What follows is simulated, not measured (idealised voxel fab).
process module | voxel capacitor over wiring
cross-section cut | 270 nm wide | cells 5 nm
A cross-section is a grid of square cells, given in bands from the top down. A band is one or more rows of cells.
Each band's line starts with the height of the band's top and of its bottom, in nm. Then come its materials from left to right, each with its width in nm. One material with "throughout" fills the band from edge to edge. "air" is empty space.
Height 0 is the level under which the wafer as received is all one material. The lowest band goes on downwards, as in "0 down".
A width such as "30 to 40" changes by the same amount from each row of cells to the next, from the band's top row to its bottom row.
"no change" after a step means that no cell of the cross-section changed.
closed voids: empty space of 8 cells or more with no open way to the top, each as width x height at its distance from the left edge, in nm
after a step's settings: what the simulator itself notes on the step
overlay nm, on a step with a mask: how far to the right of its planned place the mask lay; to the left if negative
plan
1 op RECEIVE | material Si
2 op CONFORMAL_DEP | material SiO2 | thk nm 15
3 op CONFORMAL_DEP | material SiCN | thk nm 5
4 op DIRECTIONAL_DEP | material SiO2 | thk nm 20
5 op PATTERN | tone open | mask id METAL_1 | material resist | width nm 30 | pitch nm 80 | thk nm 20 | overlay nm 0
6 op DIRECTIONAL_ETCH | etch materials SiO2 | depth nm 20
7 op DIRECTIONAL_ETCH | etch materials SiCN | depth nm 5
8 op STRIP | etch materials resist
9 op CONFORMAL_DEP | material TiN | thk nm 5
10 op FILL_DEP | material Cu | thk nm 5
11 op CMP | height nm 40
12 op EPI | material Ru | thk nm 5
13 op FILL_DEP | material SiCN | thk nm 5
14 op DIRECTIONAL_DEP | material lowk | thk nm 20
15 op PATTERN | tone open | mask id PLUG_1 | material resist | width nm 15 | thk nm 15 | overlay nm 0
16 op DIRECTIONAL_ETCH | etch materials lowk | depth nm 20
17 op DIRECTIONAL_ETCH | etch materials SiCN | depth nm 5
18 op STRIP | etch materials resist
19 op EPI | material Ru | thk nm 10
20 op EPI | material Ru | thk nm 10
21 op EPI | material Ru | thk nm 5
22 op DIRECTIONAL_DEP | material TiN | thk nm 5
23 op DIRECTIONAL_DEP | material Al2O3 | thk nm 5
24 op DIRECTIONAL_DEP | material TiN | thk nm 10
25 op DIRECTIONAL_DEP | material aC | thk nm 15
26 op PATTERN | tone cover | mask id UPPER_PLATE | material resist | width nm 55 | thk nm 35 | overlay nm 0
27 op DIRECTIONAL_ETCH | etch materials aC | depth nm 15
28 op STRIP | etch materials resist
29 op DIRECTIONAL_ETCH | etch materials TiN | depth nm 10
30 op DIRECTIONAL_ETCH | etch materials Al2O3 | depth nm 5
31 op STRIP | etch materials aC
32 op MASKED_ETCH | tone cover | mask id LOWER_PLATE | width nm 65 | etch materials TiN | depth nm 5 | overlay nm 0
33 op FILL_DEP | material SiO2 | thk nm 20
34 op CMP | height nm 105
35 op PATTERN | tone open | mask id PLUG_2 | material resist | width nm 15 | thk nm 15 | overlay nm 0
36 op DIRECTIONAL_ETCH | etch materials SiO2 | depth nm 15
37 op STRIP | etch materials resist
38 op CONFORMAL_DEP | material TiN | thk nm 5
39 op FILL_DEP | material W | thk nm 10
40 op CMP | height nm 105
41 op CONFORMAL_DEP | material SiN | thk nm 5
as received, after step 1
  0 down: Si throughout
  closed voids: none
a wafer at the end: this start, this plan, one mistake
  110 to 105: SiN throughout
  105 to 95: SiO2 105 | TiN 5 | W 5 | TiN 5 | SiO2 150
  95 to 90: SiO2 105 | TiN 15 | SiO2 150
  90 to 80: SiO2 95 | TiN 55 | SiO2 120
  80 to 75: SiO2 95 | Al2O3 55 | SiO2 120
  75 to 70: SiO2 90 | TiN 65 | SiO2 115
  70 to 50: lowk 95 | Ru 15 | lowk 160
  50 to 45: SiCN 95 | Ru 15 | SiCN 160
  45 to 40: SiCN 75 | Ru 40 | SiCN 40 | Ru 40 | SiCN 75
  40 to 30: SiO2 80 | TiN 5 | Cu 20 | TiN 5 | SiO2 50 | TiN 5 | Cu 20 | TiN 5 | SiO2 80
  30 to 25: SiCN 80 | TiN 30 | SiCN 50 | TiN 30 | SiCN 80
  25 to 0: SiO2 throughout
  0 down: Si throughout
  closed voids: none
what went wrong: step 2 ran as: op CONFORMAL_DEP | material SiO2 | thk nm 25
